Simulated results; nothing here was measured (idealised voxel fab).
process module | voxel self aligned vias
Cross-sectional view cut (width: 175 nm; square cell size: 5 nm).
Just so we're on the same page, the cross-sections are grids of square cells, and they're listed out in bands top to bottom, each band one or more rows deep. Per band: top height and bottom height in nm, followed by the left-to-right materials and their widths in nm; "throughout" marks a single material spanning edge to edge, "blank" marks empty space. Heights are reckoned from 0. Under this level, the received wafer is all of one material. The bottommost band is open-ended downward, for example "0 nm and below". A width given as "30 to 40" starts at the first number in the band's top row and ends at the second number in its bottom row, shifting by an equal amount at every step from row to row. Given "no modifications" for a step, no cell of the cross-section differs between before and after that step. "Cavities, closed": sealed empty spaces, 8 cells or more, no open way to top, listed width x height at distance, with distance from the left edge and width, height and distance in nm. On a step's line, text after the settings is the simulator commenting on that step. If you see "overlay nm" on a step's line and that step has a mask, it's telling you how far right of where it was planned the mask ended up; a negative number means it went left instead.
The process steps that were planned are listed below
| 1 | RECEIVE: material Si |
| 2 | CONFORMAL_DEP: material SiO2, thk nm 15 |
| 3 | CONFORMAL_DEP: material SiCN, thk nm 5 |
| 4 | DIRECTIONAL_DEP: material lowk, thk nm 30 |
| 5 | DIRECTIONAL_DEP: material aC, thk nm 15 |
| 6 | PATTERN: tone open, mask id LINES, material resist, width nm 25, pitch nm 65, thk nm 35, overlay nm 0 |
| 7 | DIRECTIONAL_ETCH: etch materials aC, depth nm 15 |
| 8 | STRIP: etch materials resist |
| 9 | DIRECTIONAL_ETCH: etch materials lowk, depth nm 30 |
| 10 | STRIP: etch materials aC |
| 11 | CONFORMAL_DEP: material TiN, thk nm 5 |
| 12 | FILL_DEP: material W, thk nm 5 |
| 13 | CMP: height nm 50 |
| 14 | SELECTIVE_ETCH: etch materials W Ru TiN, depth nm 10 |
| 15 | FILL_DEP: material SiN, thk nm 10 |
| 16 | CMP: height nm 50 |
| 17 | DIRECTIONAL_DEP: material lowk, thk nm 20 |
| 18 | DIRECTIONAL_DEP: material aC, thk nm 10 |
| 19 | PATTERN: tone open, mask id VIAS, material resist, width nm 35, thk nm 30, overlay nm 0 |
| 20 | DIRECTIONAL_ETCH: etch materials aC, depth nm 10 |
| 21 | STRIP: etch materials resist |
| 22 | DIRECTIONAL_ETCH: etch materials lowk, depth nm 20 |
| 23 | DIRECTIONAL_ETCH: etch materials SiN, depth nm 10 |
| 24 | STRIP: etch materials aC |
| 25 | CONFORMAL_DEP: material TiN, thk nm 5 |
| 26 | FILL_DEP: material W, thk nm 10 |
| 27 | CMP: height nm 70 |
| 28 | CONFORMAL_DEP: material SiN, thk nm 5 |
Incoming wafer in cross-section (state: after step 1)
    0 nm and below  Si throughout
    Cavities, closed: none
The module was run from the start shown above using the plan shown above, but one mistake was made doing it; the resulting wafer cross-section is below
    75 nm to 70 nm  SiN throughout
    70 nm to 55 nm  35 nm lowk  5 nm TiN  25 nm W  5 nm TiN  105 nm lowk
    55 nm to 50 nm  35 nm lowk  35 nm TiN  105 nm lowk
    50 nm to 15 nm  SiCN throughout
    15 nm to 0 nm  SiO2 throughout
    0 nm and below  Si throughout
    Cavities, closed: none
Deviation noted in wafer processing: step 4 ran differently from the plan; actual operation with settings: DIRECTIONAL_DEP: material SiCN, thk nm 30
